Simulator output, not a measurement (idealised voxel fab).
Documented hereafter: the process module known as voxel self aligned contacts.
The cross-section on display is named cut; it measures 170 nm wide, and its cells are 5 nm squares.
Cross-section format: a grid of square cells, given as bands from top to bottom; each band is one or more rows of cells.
Top height, bottom height, nm. Materials left to right, width each, nm. Single material + "throughout" = fills band edge to edge. "blank" = empty.
All heights in this document are referenced to 0, defined as the level beneath which the wafer, as received, consists entirely of one material. The lowest band is not bounded below; it extends indefinitely downward and is written in the form "0 and below".
With a width like "30 to 40", each row of cells in the band differs from the next by the same amount, the top row carrying the first number and the bottom row the second.
Step note "no change occurred" = no cross-section cell changed.
Look at "Closed-off voids" for the closed voids: empty spaces with no open path to the top, sized 8 cells or up. Each is width x height at distance, distance from the left edge, all nm.
after a step's settings: what the simulator itself notes on the step
overlay nm, on a step with a mask: how far to the right of its planned place the mask lay; to the left if negative

Planned process steps:
| 1 | RECEIVE with material Si |
| 2 | CONFORMAL_DEP with material SiO2, thk nm 5 |
| 3 | DIRECTIONAL_DEP with material polySi, thk nm 30 |
| 4 | DIRECTIONAL_DEP with material SiN, thk nm 20 |
| 5 | MASKED_ETCH with tone cover, mask id GATE, width nm 35, pitch nm 70, etch materials SiN, depth nm 20, overlay nm 0 |
| 6 | MASKED_ETCH with tone cover, mask id GATE, width nm 35, pitch nm 70, etch materials polySi, depth nm 30, overlay nm 0 |
| 7 | CONFORMAL_DEP with material SiN, thk nm 5 |
| 8 | DIRECTIONAL_ETCH with etch materials SiN, depth nm 5 |
| 9 | FILL_DEP with material SiO2, thk nm 20 |
| 10 | CMP with height nm 65 |
| 11 | MASKED_ETCH with tone open, mask id CONTACT, width nm 45, etch materials SiO2, depth nm 65, overlay nm 0 |
| 12 | CONFORMAL_DEP with material TiN, thk nm 5 |
| 13 | FILL_DEP with material Ru, thk nm 10 |
| 14 | CMP with height nm 65 |
| 15 | CONFORMAL_DEP with material SiCN, thk nm 5 |

Incoming wafer in cross-section (state: after step 1):
  0 and below = Si throughout
  Closed-off voids: none

End-of-module cross-section. Starting structure and process plan as above; one mistake made in running it:
  70 down to 65 = SiCN throughout
  65 down to 55 = 60 SiO2  5 to 20 TiN  35 to 5 Ru  5 to 20 TiN  65 SiO2
  55 down to 35 = 20 SiO2  55 SiN  5 TiN  5 Ru  5 TiN  55 SiN  25 SiO2
  35 down to 5 = 20 SiO2  5 SiN  45 polySi  5 SiN  5 TiN  5 Ru  5 TiN  5 SiN  45 polySi  5 SiN  25 SiO2
  5 down to 0 = 75 SiO2  15 TiN  80 SiO2
  0 and below = Si throughout
  Closed-off voids: none
What went wrong in running the wafer? step 5 ran with different settings than intended, the actual operation and settings being MASKED_ETCH with tone cover, mask id GATE, width nm 45, pitch nm 70, etch materials SiN, depth nm 20, overlay nm 0
